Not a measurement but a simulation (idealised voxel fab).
Presented below is a process module, voxel ribs on slabs.
The cross-section on display is named cut; it measures 215 nm wide, and its cells are 5 nm squares.
A cross-section in this document is a grid of square cells, and it is written down as bands, the top band listed before the ones below it; a band is made up of one or more rows of cells.
The entry gives the band's vertical extent as a top height and a bottom height in nm, then its horizontal make-up as materials from left to right, each with a width in nm. "blank" stands for empty space; a single material marked "throughout" fills the band edge to edge.
Basically, 0 is our baseline, since under it the wafer straight out of the box is all one material. The bottom band has no lower end and keeps on going down, so it looks like "from 0 down".
The width entry "30 to 40" should be interpreted row by row: the top row of cells in the band takes the first number, the bottom row takes the second number, and the change between adjacent rows is uniform throughout.
What does "left unchanged" mean for a step? It means no cell of the cross-section changed in that step.
In "Voids, sealed" the enclosed voids are listed, meaning empty spaces of 8 cells or larger without any opening to the top. The form is width x height at distance, distance from the left edge, units nm.
If you see something after the settings on a step's line, that's the simulator's own remark about that step.
overlay nm: how far to the right of its planned place the mask lay on this masked step (negative: to the left).
-- Process steps (planned)
1. RECEIVE: material Si
2. DIRECTIONAL_DEP: material SiO2, thk nm 15
3. DIRECTIONAL_DEP: material polySi, thk nm 25
4. PATTERN: tone cover, mask id RIB, material resist, width nm 30, thk nm 20, overlay nm 0
5. DIRECTIONAL_ETCH: etch materials polySi, depth nm 20
6. STRIP: etch materials resist
7. MASKED_ETCH: tone cover, mask id SLAB, width nm 70, etch materials polySi, depth nm 5, overlay nm 0
8. FILL_DEP: material SiO2, thk nm 25
9. CMP: height nm 65
10. DIRECTIONAL_DEP: material W, thk nm 10
11. MASKED_ETCH: tone cover, mask id HEATER, width nm 40, etch materials W, depth nm 10, overlay nm 0
12. CONFORMAL_DEP: material SiO2, thk nm 10
Quick note for whoever runs this: the wafers start identical, but the thk nm at step 2 isn't the same across them. The plan just shows what the first wafer had.
-- Cross-sectional view of the first of several wafers in the as-received condition, corresponding to the state following step 1
    from 0 down | Si throughout
    Voids, sealed: none
-- Per wafer (row), end of module: delta in cells per material since receipt, (+) for gained, (-) for lost; closed voids after that
thk nm 15, +615 SiO2, +16 W, +38 polySi, Voids, sealed: none
thk nm 20, +615 SiO2, +16 W, +38 polySi, Voids, sealed: none
thk nm 25, +615 SiO2, +16 W, +38 polySi, Voids, sealed: none
thk nm 30, +615 SiO2, +16 W, +38 polySi, Voids, sealed: none
thk nm 35, +615 SiO2, +16 W, +38 polySi, Voids, sealed: none
